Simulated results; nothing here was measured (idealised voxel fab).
Module name: voxel self aligned contacts (process module)
The figure presents cross-section cut, which has a width of 270 nm and is divided into square cells with an edge length of 5 nm.
Square cells in a grid make up a cross-section in this document, and the grid is given as bands, listed from the top down, each one or more rows of cells. Read a band's entry like this: the first values are the height of its top and the height of its bottom in nm, and what follows is the sequence of materials from left to right, each with its width in nm. Note that "empty" is empty space, and that a single material marked "throughout" reaches across the band from edge to edge. Height is counted from the level 0, under which the received wafer is composed throughout of one material. The lowest of the bands is not closed at the bottom but continues downward, in the notation "0 and below". Width spec "30..40" -> top row of cells at first value, bottom row at second value, equal per-row change in between. You'll sometimes find "no modification" written for a step, and that's the way of saying that nowhere in the cross-section did a cell change during that step. The entry titled "Trapped cavities" provides the empty spaces that have no open way to the top, restricted to those of 8 cells or more. Each is presented as width x height at distance, the distance being measured from the left edge, with all three in nm. On a step's line, text after the settings is the simulator commenting on that step. overlay nm: where the mask lay relative to plan, measured to the right, on steps with a mask; negatives go left.

## The following list gives the planned process steps
1,RECEIVE | material Si
2,CONFORMAL_DEP | material SiO2 | thk nm 5
3,DIRECTIONAL_DEP | material polySi | thk nm 25
4,DIRECTIONAL_DEP | material SiN | thk nm 20
5,MASKED_ETCH | tone cover | mask id GATE | width nm 25 | pitch nm 65 | etch materials SiN | depth nm 20 | overlay nm 0
6,MASKED_ETCH | tone cover | mask id GATE | width nm 25 | pitch nm 65 | etch materials polySi | depth nm 25 | overlay nm 0
7,CONFORMAL_DEP | material SiN | thk nm 10
8,DIRECTIONAL_ETCH | etch materials SiN | depth nm 10
9,FILL_DEP | material SiO2 | thk nm 15
10,CMP | height nm 55
11,PATTERN | tone open | mask id CONTACT | material resist | width nm 40 | pitch nm 65 | thk nm 15 | overlay nm 0
12,DIRECTIONAL_ETCH | etch materials SiO2 | depth nm 55
13,STRIP | etch materials resist
14,CONFORMAL_DEP | material TiN | thk nm 5
15,FILL_DEP | material W | thk nm 5
16,CMP | height nm 55
17,CONFORMAL_DEP | material SiN | thk nm 5
Split variable: width nm, step 11. Plan value = first wafer. Wafers start alike.

## Cross-section, first of several wafers, as delivered after step 1
0 and below | Si throughout
Trapped cavities: none

## Note: the following table is arranged by wafer, a row apiece. Each row reports the end-of-module state: per material, cells gained (+) or cells lost (-) compared with the wafer as received; closed voids follow
width nm 40; +222 SiN; +255 SiO2; +56 TiN; +40 W; +75 polySi; Trapped cavities: none
width nm 45; +222 SiN; +253 SiO2; +58 TiN; +40 W; +75 polySi; Trapped cavities: none
width nm 50; +222 SiN; +251 SiO2; +60 TiN; +40 W; +75 polySi; Trapped cavities: none
